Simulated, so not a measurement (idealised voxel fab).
The following is a process module called voxel fin reveal.
Square cells of 5 nm make up the cross-section cut, whose width is 285 nm.
If you're reading a cross-section in this doc, picture square cells in a grid; it comes to you as bands, top ones listed first down to the bottom, and a band can be one or more rows of cells. This entry defines a band. It first specifies the height of the band's top and the height of its bottom in nm, and then specifies the band's materials from left to right, stating each material with its width in nm. The word "everywhere" identifies a single material that fills the band from edge to edge, while the word "air" identifies empty space. Note: height 0 marks the level under which the wafer is uniformly one material as received. Lowest band unbounded below, written "0 down". A width such as "30..40" changes by the same amount from each row of cells to the next, from the band's top row to its bottom row. "nothing was modified" for a step: no cell of the cross-section changed in that step. The entry "Entrapped void list" lists the empty spaces that cover at least 8 cells and have no open path to the top. Each is written as width x height at distance, where the distance is measured from the left edge and all three values are in nm. Heads up: the bit after the settings on a step's line is the simulator's remark on that step. overlay nm, on a step with a mask: how far to the right of its planned place the mask lay; to the left if negative.

-- The following list gives the planned process steps
1 RECEIVE,material Si
2 CONFORMAL_DEP,material SiN,thk nm 10
3 DIRECTIONAL_DEP,material aC,thk nm 15
4 PATTERN,tone cover,mask id FINS,material resist,width nm 15,pitch nm 40,thk nm 30,overlay nm 0
5 DIRECTIONAL_ETCH,etch materials aC,depth nm 15
6 STRIP,etch materials resist
7 DIRECTIONAL_ETCH,etch materials SiN,depth nm 10
8 DIRECTIONAL_ETCH,etch materials Si,depth nm 35
9 STRIP,etch materials aC
10 FILL_DEP,material SiO2,thk nm 10
11 CMP,height nm 10
12 SELECTIVE_ETCH,etch materials SiO2,depth nm 20
13 STRIP,etch materials SiN
14 CONFORMAL_DEP,material HfO2,thk nm 5

-- Below: the first of two wafers, run as planned

-- Wafer at receipt (post step 1), cross-section
* 0 down | Si everywhere
* Entrapped void list: none

-- Cross-section of the wafer after step 2
* 10 to 0 | SiN everywhere
* Beneath the level 0, the cross-section is identical to its previous state.

-- Cross-section of the wafer after step 3
* 25 to 10 | aC everywhere
* Beneath the level 10, the cross-section is identical to its previous state.

-- Cross-section of the wafer after step 4
* 55 to 25 | 95 nm air, 15 nm resist, 25 nm air, 15 nm resist, 25 nm air, 15 nm resist, 95 nm air
* Beneath the level 25, the cross-section is identical to its previous state.

-- Cross-section of the wafer after step 5
* 40 to 25 | 95 nm air, 15 nm resist, 25 nm air, 15 nm resist, 25 nm air, 15 nm resist, 95 nm air
* 25 to 10 | 95 nm air, 15 nm aC, 25 nm air, 15 nm aC, 25 nm air, 15 nm aC, 95 nm air
* Beneath the level 10, the cross-section is identical to its previous state.

-- Cross-section of the wafer after step 6
* 25 to 10 | 95 nm air, 15 nm aC, 25 nm air, 15 nm aC, 25 nm air, 15 nm aC, 95 nm air
* Beneath the level 10, the cross-section is identical to its previous state.

-- Cross-section of the wafer after step 7
* 25 to 10 | 95 nm air, 15 nm aC, 25 nm air, 15 nm aC, 25 nm air, 15 nm aC, 95 nm air
* 10 to 0 | 95 nm air, 15 nm SiN, 25 nm air, 15 nm SiN, 25 nm air, 15 nm SiN, 95 nm air
* Beneath the level 0, the cross-section is identical to its previous state.

-- Cross-section of the wafer after step 8
* 25 to 10 | 95 nm air, 15 nm aC, 25 nm air, 15 nm aC, 25 nm air, 15 nm aC, 95 nm air
* 10 to 0 | 95 nm air, 15 nm SiN, 25 nm air, 15 nm SiN, 25 nm air, 15 nm SiN, 95 nm air
* 0 to -35 | 95 nm air, 15 nm Si, 25 nm air, 15 nm Si, 25 nm air, 15 nm Si, 95 nm air
* Beneath the level -35, the cross-section is identical to its previous state.

-- Cross-section of the wafer after step 9
* 10 to 0 | 95 nm air, 15 nm SiN, 25 nm air, 15 nm SiN, 25 nm air, 15 nm SiN, 95 nm air
* Beneath the level 0, the cross-section is identical to its previous state.

-- Cross-section of the wafer after step 10
* 20 to 10 | SiO2 everywhere
* 10 to 0 | 95 nm SiO2, 15 nm SiN, 25 nm SiO2, 15 nm SiN, 25 nm SiO2, 15 nm SiN, 95 nm SiO2
* 0 to -35 | 95 nm SiO2, 15 nm Si, 25 nm SiO2, 15 nm Si, 25 nm SiO2, 15 nm Si, 95 nm SiO2
* Beneath the level -35, the cross-section is identical to its previous state.

-- Cross-section of the wafer after step 11
* 10 to 0 | 95 nm SiO2, 15 nm SiN, 25 nm SiO2, 15 nm SiN, 25 nm SiO2, 15 nm SiN, 95 nm SiO2
* Beneath the level 0, the cross-section is identical to its previous state.

-- Cross-section of the wafer after step 12
* 10 to 0 | 95 nm air, 15 nm SiN, 25 nm air, 15 nm SiN, 25 nm air, 15 nm SiN, 95 nm air
* 0 to -10 | 95 nm air, 15 nm Si, 25 nm air, 15 nm Si, 25 nm air, 15 nm Si, 95 nm air
* Beneath the level -10, the cross-section is identical to its previous state.

-- Cross-section of the wafer after step 13
* 0 to -10 | 95 nm air, 15 nm Si, 25 nm air, 15 nm Si, 25 nm air, 15 nm Si, 95 nm air
* Beneath the level -10, the cross-section is identical to its previous state.

-- Cross-section of the wafer after step 14
* 5 to 0 | 90 nm air, 25 nm HfO2, 15 nm air, 25 nm HfO2, 15 nm air, 25 nm HfO2, 90 nm air
* 0 to -5 | 90 nm air, 5 nm HfO2, 15 nm Si, 5 nm HfO2, 15 nm air, 5 nm HfO2, 15 nm Si, 5 nm HfO2, 15 nm air, 5 nm HfO2, 15 nm Si, 5 nm HfO2, 90 nm air
* -5 to -10 | 95 nm HfO2, 15 nm Si, 25 nm HfO2, 15 nm Si, 25 nm HfO2, 15 nm Si, 95 nm HfO2
* Beneath the level -10, the cross-section is identical to its previous state.

-- Now the other wafer: same start, same recipe, but we messed up one thing when running it. Up to and including step 7 it's the same as the first one

-- The second wafer cut through, at the time step 8 was supposed to be finished
* 25 to 10 | 95 nm air, 15 nm aC, 25 nm air, 15 nm aC, 25 nm air, 15 nm aC, 95 nm air
* 10 to 0 | 95 nm air, 15 nm SiN, 25 nm air, 15 nm SiN, 25 nm air, 15 nm SiN, 95 nm air
* 0 to -30 | 95 nm air, 15 nm Si, 25 nm air, 15 nm Si, 25 nm air, 15 nm Si, 95 nm air
* Beneath the level -30, the cross-section is identical to its previous state.

-- The second wafer cut through, at the time step 9 was supposed to be finished
* 10 to 0 | 95 nm air, 15 nm SiN, 25 nm air, 15 nm SiN, 25 nm air, 15 nm SiN, 95 nm air
* Beneath the level 0, the cross-section is identical to its previous state.

-- The second wafer cut through, at the time step 10 was supposed to be finished
* 20 to 10 | SiO2 everywhere
* 10 to 0 | 95 nm SiO2, 15 nm SiN, 25 nm SiO2, 15 nm SiN, 25 nm SiO2, 15 nm SiN, 95 nm SiO2
* 0 to -30 | 95 nm SiO2, 15 nm Si, 25 nm SiO2, 15 nm Si, 25 nm SiO2, 15 nm Si, 95 nm SiO2
* Beneath the level -30, the cross-section is identical to its previous state.

-- The second wafer cut through, at the time step 11 was supposed to be finished
* 10 to 0 | 95 nm SiO2, 15 nm SiN, 25 nm SiO2, 15 nm SiN, 25 nm SiO2, 15 nm SiN, 95 nm SiO2
* Beneath the level 0, the cross-section is identical to its previous state.

-- The second wafer cut through, at the time step 12 was supposed to be finished
* 10 to 0 | 95 nm air, 15 nm SiN, 25 nm air, 15 nm SiN, 25 nm air, 15 nm SiN, 95 nm air
* 0 to -10 | 95 nm air, 15 nm Si, 25 nm air, 15 nm Si, 25 nm air, 15 nm Si, 95 nm air
* Beneath the level -10, the cross-section is identical to its previous state.

-- The second wafer cut through, at the time step 13 was supposed to be finished
* 0 to -10 | 95 nm air, 15 nm Si, 25 nm air, 15 nm Si, 25 nm air, 15 nm Si, 95 nm air
* Beneath the level -10, the cross-section is identical to its previous state.

-- The second wafer cut through, at the time step 14 was supposed to be finished
* 5 to 0 | 90 nm air, 25 nm HfO2, 15 nm air, 25 nm HfO2, 15 nm air, 25 nm HfO2, 90 nm air
* 0 to -5 | 90 nm air, 5 nm HfO2, 15 nm Si, 5 nm HfO2, 15 nm air, 5 nm HfO2, 15 nm Si, 5 nm HfO2, 15 nm air, 5 nm HfO2, 15 nm Si, 5 nm HfO2, 90 nm air
* -5 to -10 | 95 nm HfO2, 15 nm Si, 25 nm HfO2, 15 nm Si, 25 nm HfO2, 15 nm Si, 95 nm HfO2
* Beneath the level -10, the cross-section is identical to its previous state.
What was the processing mistake? step 8 changed vs plan, executed as DIRECTIONAL_ETCH,etch materials Si,depth nm 30
The second wafer ends with more or fewer cells of some materials than the first, per final count: +48 Si; -48 SiO2
